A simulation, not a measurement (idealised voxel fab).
Title: Process Module voxel air gaps
Section cut is 210 nm wide and gridded with 5 nm square cells.
Square cells in a grid make up a cross-section in this document, and the grid is given as bands, listed from the top down, each one or more rows of cells. Read a band's entry like this: the first values are the height of its top and the height of its bottom in nm, and what follows is the sequence of materials from left to right, each with its width in nm. Note that "air" is empty space, and that a single material marked "full width" reaches across the band from edge to edge. A quick word on heights: they are counted from 0, and under that level the wafer as it came to us is one material throughout. The lowest band is different from the rest in having no bottom; it simply continues downward, written as in "0..down". The notation "30..40" denotes a width that varies across the rows of cells in the band, beginning at the first number in the top row, finishing at the second number in the bottom row, and changing by an identical amount from each row to the next. Where a step carries "nothing altered", the cross-section came out of it unchanged, cell for cell. Under "Entrapped voids" you'll find the enclosed gaps, the ones with no way out to the top, that are 8 cells or bigger; each reads width x height at distance, with distance counted from the left edge, everything in nm. Heads up: the bit after the settings on a step's line is the simulator's remark on that step. If you see "overlay nm" on a step's line and that step has a mask, it's telling you how far right of where it was planned the mask ended up; a negative number means it went left instead.

The process steps that were planned are listed below
1. RECEIVE,material Si
2. CONFORMAL_DEP,material SiO2,thk nm 10
3. CONFORMAL_DEP,material SiN,thk nm 5
4. DIRECTIONAL_DEP,material SiO2,thk nm 35
5. MASKED_ETCH,tone open,mask id LINES,width nm 15,pitch nm 40,etch materials SiO2,depth nm 35,overlay nm 0
6. CONFORMAL_DEP,material TiN,thk nm 5
7. FILL_DEP,material Cu,thk nm 5
8. CMP,height nm 50
9. EPI,material Ru,thk nm 10
10. SELECTIVE_ETCH,etch materials SiO2,depth nm 45
11. CONFORMAL_DEP,material SiCN,thk nm 5

Account of the first of two wafers, which was processed as intended

Step 1 complete: cross-section of the wafer as received
  0..down  Si full width
  Entrapped voids: none

After step 2: wafer cross-section
  10..0  SiO2 full width
  Whatever lies below 0 is exactly as it was before.

After step 3: wafer cross-section
  15..10  SiN full width
  Whatever lies below 10 is exactly as it was before.

After step 4: wafer cross-section
  50..15  SiO2 full width
  Whatever lies below 15 is exactly as it was before.

After step 5: wafer cross-section
  50..15  SiO2 55 nm  air 15 nm  SiO2 25 nm  air 15 nm  SiO2 25 nm  air 15 nm  SiO2 60 nm
  Whatever lies below 15 is exactly as it was before.

After step 6: wafer cross-section
  55..50  TiN 60 nm  air 5 nm  TiN 35 nm  air 5 nm  TiN 35 nm  air 5 nm  TiN 65 nm
  50..20  SiO2 55 nm  TiN 5 nm  air 5 nm  TiN 5 nm  SiO2 25 nm  TiN 5 nm  air 5 nm  TiN 5 nm  SiO2 25 nm  TiN 5 nm  air 5 nm  TiN 5 nm  SiO2 60 nm
  20..15  SiO2 55 nm  TiN 15 nm  SiO2 25 nm  TiN 15 nm  SiO2 25 nm  TiN 15 nm  SiO2 60 nm
  Whatever lies below 15 is exactly as it was before.

After step 7: wafer cross-section
  60..55  Cu full width
  55..50  TiN 60 nm  Cu 5 nm  TiN 35 nm  Cu 5 nm  TiN 35 nm  Cu 5 nm  TiN 65 nm
  50..20  SiO2 55 nm  TiN 5 nm  Cu 5 nm  TiN 5 nm  SiO2 25 nm  TiN 5 nm  Cu 5 nm  TiN 5 nm  SiO2 25 nm  TiN 5 nm  Cu 5 nm  TiN 5 nm  SiO2 60 nm
  Whatever lies below 20 is exactly as it was before.

After step 8: wafer cross-section
  50..20  SiO2 55 nm  TiN 5 nm  Cu 5 nm  TiN 5 nm  SiO2 25 nm  TiN 5 nm  Cu 5 nm  TiN 5 nm  SiO2 25 nm  TiN 5 nm  Cu 5 nm  TiN 5 nm  SiO2 60 nm
  Whatever lies below 20 is exactly as it was before.

After step 9: wafer cross-section
  60..50  air 45 nm  Ru 35 nm  air 5 nm  Ru 35 nm  air 5 nm  Ru 35 nm  air 50 nm
  Whatever lies below 50 is exactly as it was before.

After step 10: wafer cross-section
  60..50  air 45 nm  Ru 35 nm  air 5 nm  Ru 35 nm  air 5 nm  Ru 35 nm  air 50 nm
  50..20  air 55 nm  TiN 5 nm  Cu 5 nm  TiN 5 nm  air 25 nm  TiN 5 nm  Cu 5 nm  TiN 5 nm  air 25 nm  TiN 5 nm  Cu 5 nm  TiN 5 nm  air 60 nm
  20..15  air 55 nm  TiN 15 nm  air 25 nm  TiN 15 nm  air 25 nm  TiN 15 nm  air 60 nm
  Whatever lies below 15 is exactly as it was before.

After step 11: wafer cross-section
  65..60  air 40 nm  SiCN 125 nm  air 45 nm
  60..50  air 40 nm  SiCN 5 nm  Ru 35 nm  SiCN 5 nm  Ru 35 nm  SiCN 5 nm  Ru 35 nm  SiCN 5 nm  air 45 nm
  50..45  air 40 nm  SiCN 15 nm  TiN 5 nm  Cu 5 nm  TiN 5 nm  SiCN 25 nm  TiN 5 nm  Cu 5 nm  TiN 5 nm  SiCN 25 nm  TiN 5 nm  Cu 5 nm  TiN 5 nm  SiCN 15 nm  air 45 nm
  45..20  air 50 nm  SiCN 5 nm  TiN 5 nm  Cu 5 nm  TiN 5 nm  SiCN 5 nm  air 15 nm  SiCN 5 nm  TiN 5 nm  Cu 5 nm  TiN 5 nm  SiCN 5 nm  air 15 nm  SiCN 5 nm  TiN 5 nm  Cu 5 nm  TiN 5 nm  SiCN 5 nm  air 55 nm
  20..15  SiCN 55 nm  TiN 15 nm  SiCN 25 nm  TiN 15 nm  SiCN 25 nm  TiN 15 nm  SiCN 60 nm
  Whatever lies below 15 is exactly as it was before.
  Entrapped voids: 15 x 25 at 75; 15 x 25 at 115

What follows concerns the second wafer, which started out like the first and was meant to follow the very same plan; one mistake crept in when it was run, but everything up to and including step 7 is the same as for the first wafer

Cross-section of the second wafer at the time by which step 8 should have been completed according to the plan
  40..20  SiO2 55 nm  TiN 5 nm  Cu 5 nm  TiN 5 nm  SiO2 25 nm  TiN 5 nm  Cu 5 nm  TiN 5 nm  SiO2 25 nm  TiN 5 nm  Cu 5 nm  TiN 5 nm  SiO2 60 nm
  Whatever lies below 20 is exactly as it was before.

Cross-section of the second wafer at the time by which step 9 should have been completed according to the plan
  50..40  air 45 nm  Ru 35 nm  air 5 nm  Ru 35 nm  air 5 nm  Ru 35 nm  air 50 nm
  Whatever lies below 40 is exactly as it was before.

Cross-section of the second wafer at the time by which step 10 should have been completed according to the plan
  50..40  air 45 nm  Ru 35 nm  air 5 nm  Ru 35 nm  air 5 nm  Ru 35 nm  air 50 nm
  40..20  air 55 nm  TiN 5 nm  Cu 5 nm  TiN 5 nm  air 25 nm  TiN 5 nm  Cu 5 nm  TiN 5 nm  air 25 nm  TiN 5 nm  Cu 5 nm  TiN 5 nm  air 60 nm
  20..15  air 55 nm  TiN 15 nm  air 25 nm  TiN 15 nm  air 25 nm  TiN 15 nm  air 60 nm
  Whatever lies below 15 is exactly as it was before.

Cross-section of the second wafer at the time by which step 11 should have been completed according to the plan
  55..50  air 40 nm  SiCN 125 nm  air 45 nm
  50..40  air 40 nm  SiCN 5 nm  Ru 35 nm  SiCN 5 nm  Ru 35 nm  SiCN 5 nm  Ru 35 nm  SiCN 5 nm  air 45 nm
  40..35  air 40 nm  SiCN 15 nm  TiN 5 nm  Cu 5 nm  TiN 5 nm  SiCN 25 nm  TiN 5 nm  Cu 5 nm  TiN 5 nm  SiCN 25 nm  TiN 5 nm  Cu 5 nm  TiN 5 nm  SiCN 15 nm  air 45 nm
  35..20  air 50 nm  SiCN 5 nm  TiN 5 nm  Cu 5 nm  TiN 5 nm  SiCN 5 nm  air 15 nm  SiCN 5 nm  TiN 5 nm  Cu 5 nm  TiN 5 nm  SiCN 5 nm  air 15 nm  SiCN 5 nm  TiN 5 nm  Cu 5 nm  TiN 5 nm  SiCN 5 nm  air 55 nm
  20..15  SiCN 55 nm  TiN 15 nm  SiCN 25 nm  TiN 15 nm  SiCN 25 nm  TiN 15 nm  SiCN 60 nm
  Whatever lies below 15 is exactly as it was before.
  Entrapped voids: 15 x 15 at 75; 15 x 15 at 115
Processing error: so step 8 ended up running with a different setting than we planned, it ran as CMP,height nm 40
Final comparison by cell count, materials where the second wafer has more or fewer than the first: Cu -6, SiCN -12, TiN -12
